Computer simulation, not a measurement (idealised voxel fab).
Process module under the name voxel air gaps
It is cross-section cut that appears here, measuring 220 nm in width, its square cells being 5 nm in size.
In what follows, cross-sections appear as grids of square cells, described through bands that run from the top down, where every band is one or more rows of cells.
Top, bottom (nm), then materials left to right with widths (nm); lone material tagged "everywhere" fills the whole band edge to edge; "air" = empty space.
Height reference: 0 = level under which incoming wafer is all one material. Lowest band: no bottom, runs on downward, e.g. "0..down".
Top row gets the first number, bottom row gets the second, and each row in between changes by the same step: that is how a band width like "30..40" works.
"no alteration" after a step means that no cell of the cross-section changed.
In the "Voids, sealed" entry, you get each enclosed empty space of 8 cells or more, one with no open way to the top, written width x height at distance, distance from the left edge, in nm.
The remark found on a step's line after its settings is issued by the simulator itself and pertains to that step.
overlay nm: where the mask lay relative to plan, measured to the right, on steps with a mask; negatives go left.

### The steps planned for the process are as follows
| 1 | RECEIVE, material Si |
| 2 | CONFORMAL_DEP, material SiO2, thk nm 15 |
| 3 | CONFORMAL_DEP, material SiN, thk nm 5 |
| 4 | DIRECTIONAL_DEP, material SiO2, thk nm 35 |
| 5 | DIRECTIONAL_DEP, material aC, thk nm 15 |
| 6 | PATTERN, tone open, mask id LINES, material resist, width nm 20, pitch nm 50, thk nm 30, overlay nm 0 |
| 7 | DIRECTIONAL_ETCH, etch materials aC, depth nm 15 |
| 8 | STRIP, etch materials resist |
| 9 | DIRECTIONAL_ETCH, etch materials SiO2, depth nm 35 |
| 10 | STRIP, etch materials aC |
| 11 | CONFORMAL_DEP, material TiN, thk nm 5 |
| 12 | FILL_DEP, material W, thk nm 10 |
| 13 | CMP, height nm 55 |
| 14 | EPI, material Ru, thk nm 10 |
| 15 | SELECTIVE_ETCH, etch materials SiO2, depth nm 45 |
| 16 | CONFORMAL_DEP, material SiCN, thk nm 5 |

### First wafer, two in total, run as planned

### Cross-section of the wafer upon arrival, representing the state reached after step 1
	0..down: Si everywhere
	Voids, sealed: none

### The following cross-section depicts the wafer upon completion of step 2
	15..0: SiO2 everywhere
	For the remainder of the cross-section, below 0, there is no change.

### The following cross-section depicts the wafer upon completion of step 3
	20..15: SiN everywhere
	For the remainder of the cross-section, below 15, there is no change.

### The following cross-section depicts the wafer upon completion of step 4
	55..20: SiO2 everywhere
	For the remainder of the cross-section, below 20, there is no change.

### The following cross-section depicts the wafer upon completion of step 5
	70..55: aC everywhere
	For the remainder of the cross-section, below 55, there is no change.

### The following cross-section depicts the wafer upon completion of step 6
	100..70: 25 of resist, 20 of air, 30 of resist, 20 of air, 30 of resist, 20 of air, 30 of resist, 20 of air, 25 of resist
	For the remainder of the cross-section, below 70, there is no change.

### The following cross-section depicts the wafer upon completion of step 7
	85..70: 25 of resist, 20 of air, 30 of resist, 20 of air, 30 of resist, 20 of air, 30 of resist, 20 of air, 25 of resist
	70..55: 25 of aC, 20 of air, 30 of aC, 20 of air, 30 of aC, 20 of air, 30 of aC, 20 of air, 25 of aC
	For the remainder of the cross-section, below 55, there is no change.

### The following cross-section depicts the wafer upon completion of step 8
	70..55: 25 of aC, 20 of air, 30 of aC, 20 of air, 30 of aC, 20 of air, 30 of aC, 20 of air, 25 of aC
	For the remainder of the cross-section, below 55, there is no change.

### The following cross-section depicts the wafer upon completion of step 9
	70..55: 25 of aC, 20 of air, 30 of aC, 20 of air, 30 of aC, 20 of air, 30 of aC, 20 of air, 25 of aC
	55..20: 25 of SiO2, 20 of air, 30 of SiO2, 20 of air, 30 of SiO2, 20 of air, 30 of SiO2, 20 of air, 25 of SiO2
	For the remainder of the cross-section, below 20, there is no change.

### The following cross-section depicts the wafer upon completion of step 10
	55..20: 25 of SiO2, 20 of air, 30 of SiO2, 20 of air, 30 of SiO2, 20 of air, 30 of SiO2, 20 of air, 25 of SiO2
	For the remainder of the cross-section, below 20, there is no change.

### The following cross-section depicts the wafer upon completion of step 11
	60..55: 30 of TiN, 10 of air, 40 of TiN, 10 of air, 40 of TiN, 10 of air, 40 of TiN, 10 of air, 30 of TiN
	55..25: 25 of SiO2, 5 of TiN, 10 of air, 5 of TiN, 30 of SiO2, 5 of TiN, 10 of air, 5 of TiN, 30 of SiO2, 5 of TiN, 10 of air, 5 of TiN, 30 of SiO2, 5 of TiN, 10 of air, 5 of TiN, 25 of SiO2
	25..20: 25 of SiO2, 20 of TiN, 30 of SiO2, 20 of TiN, 30 of SiO2, 20 of TiN, 30 of SiO2, 20 of TiN, 25 of SiO2
	For the remainder of the cross-section, below 20, there is no change.

### The following cross-section depicts the wafer upon completion of step 12
	70..60: W everywhere
	60..55: 30 of TiN, 10 of W, 40 of TiN, 10 of W, 40 of TiN, 10 of W, 40 of TiN, 10 of W, 30 of TiN
	55..25: 25 of SiO2, 5 of TiN, 10 of W, 5 of TiN, 30 of SiO2, 5 of TiN, 10 of W, 5 of TiN, 30 of SiO2, 5 of TiN, 10 of W, 5 of TiN, 30 of SiO2, 5 of TiN, 10 of W, 5 of TiN, 25 of SiO2
	For the remainder of the cross-section, below 25, there is no change.

### The following cross-section depicts the wafer upon completion of step 13
	55..25: 25 of SiO2, 5 of TiN, 10 of W, 5 of TiN, 30 of SiO2, 5 of TiN, 10 of W, 5 of TiN, 30 of SiO2, 5 of TiN, 10 of W, 5 of TiN, 30 of SiO2, 5 of TiN, 10 of W, 5 of TiN, 25 of SiO2
	For the remainder of the cross-section, below 25, there is no change.

### The following cross-section depicts the wafer upon completion of step 14
	65..55: 15 of air, 40 of Ru, 10 of air, 40 of Ru, 10 of air, 40 of Ru, 10 of air, 40 of Ru, 15 of air
	For the remainder of the cross-section, below 55, there is no change.

### The following cross-section depicts the wafer upon completion of step 15
	65..55: 15 of air, 40 of Ru, 10 of air, 40 of Ru, 10 of air, 40 of Ru, 10 of air, 40 of Ru, 15 of air
	55..25: 25 of air, 5 of TiN, 10 of W, 5 of TiN, 30 of air, 5 of TiN, 10 of W, 5 of TiN, 30 of air, 5 of TiN, 10 of W, 5 of TiN, 30 of air, 5 of TiN, 10 of W, 5 of TiN, 25 of air
	25..20: 25 of air, 20 of TiN, 30 of air, 20 of TiN, 30 of air, 20 of TiN, 30 of air, 20 of TiN, 25 of air
	For the remainder of the cross-section, below 20, there is no change.

### The following cross-section depicts the wafer upon completion of step 16
	70..65: 10 of air, 200 of SiCN, 10 of air
	65..55: 10 of air, 5 of SiCN, 40 of Ru, 10 of SiCN, 40 of Ru, 10 of SiCN, 40 of Ru, 10 of SiCN, 40 of Ru, 5 of SiCN, 10 of air
	55..50: 10 of air, 15 of SiCN, 5 of TiN, 10 of W, 5 of TiN, 30 of SiCN, 5 of TiN, 10 of W, 5 of TiN, 30 of SiCN, 5 of TiN, 10 of W, 5 of TiN, 30 of SiCN, 5 of TiN, 10 of W, 5 of TiN, 15 of SiCN, 10 of air
	50..25: 20 of air, 5 of SiCN, 5 of TiN, 10 of W, 5 of TiN, 5 of SiCN, 20 of air, 5 of SiCN, 5 of TiN, 10 of W, 5 of TiN, 5 of SiCN, 20 of air, 5 of SiCN, 5 of TiN, 10 of W, 5 of TiN, 5 of SiCN, 20 of air, 5 of SiCN, 5 of TiN, 10 of W, 5 of TiN, 5 of SiCN, 20 of air
	25..20: 25 of SiCN, 20 of TiN, 30 of SiCN, 20 of TiN, 30 of SiCN, 20 of TiN, 30 of SiCN, 20 of TiN, 25 of SiCN
	For the remainder of the cross-section, below 20, there is no change.
	Voids, sealed: 20 x 25 at 50; 20 x 25 at 100; 20 x 25 at 150

### The second wafer began exactly as the first did and followed the same plan, but one mistake was made while running it; through step 15 inclusive, the two wafers are identical

### Cross-section: second wafer, time at which step 16 was scheduled to end
	70..65: 10 of air, 200 of SiO2, 10 of air
	65..55: 10 of air, 5 of SiO2, 40 of Ru, 10 of SiO2, 40 of Ru, 10 of SiO2, 40 of Ru, 10 of SiO2, 40 of Ru, 5 of SiO2, 10 of air
	55..50: 10 of air, 15 of SiO2, 5 of TiN, 10 of W, 5 of TiN, 30 of SiO2, 5 of TiN, 10 of W, 5 of TiN, 30 of SiO2, 5 of TiN, 10 of W, 5 of TiN, 30 of SiO2, 5 of TiN, 10 of W, 5 of TiN, 15 of SiO2, 10 of air
	50..25: 20 of air, 5 of SiO2, 5 of TiN, 10 of W, 5 of TiN, 5 of SiO2, 20 of air, 5 of SiO2, 5 of TiN, 10 of W, 5 of TiN, 5 of SiO2, 20 of air, 5 of SiO2, 5 of TiN, 10 of W, 5 of TiN, 5 of SiO2, 20 of air, 5 of SiO2, 5 of TiN, 10 of W, 5 of TiN, 5 of SiO2, 20 of air
	25..20: 25 of SiO2, 20 of TiN, 30 of SiO2, 20 of TiN, 30 of SiO2, 20 of TiN, 30 of SiO2, 20 of TiN, 25 of SiO2
	For the remainder of the cross-section, below 20, there is no change.
	Voids, sealed: 20 x 25 at 50; 20 x 25 at 100; 20 x 25 at 150
So what did we get wrong on this run? step 16 changed vs plan, executed as CONFORMAL_DEP, material SiO2, thk nm 5
Materials where the second wafer ends with more or fewer cells than the first: SiCN: 148 fewer; SiO2: 148 more
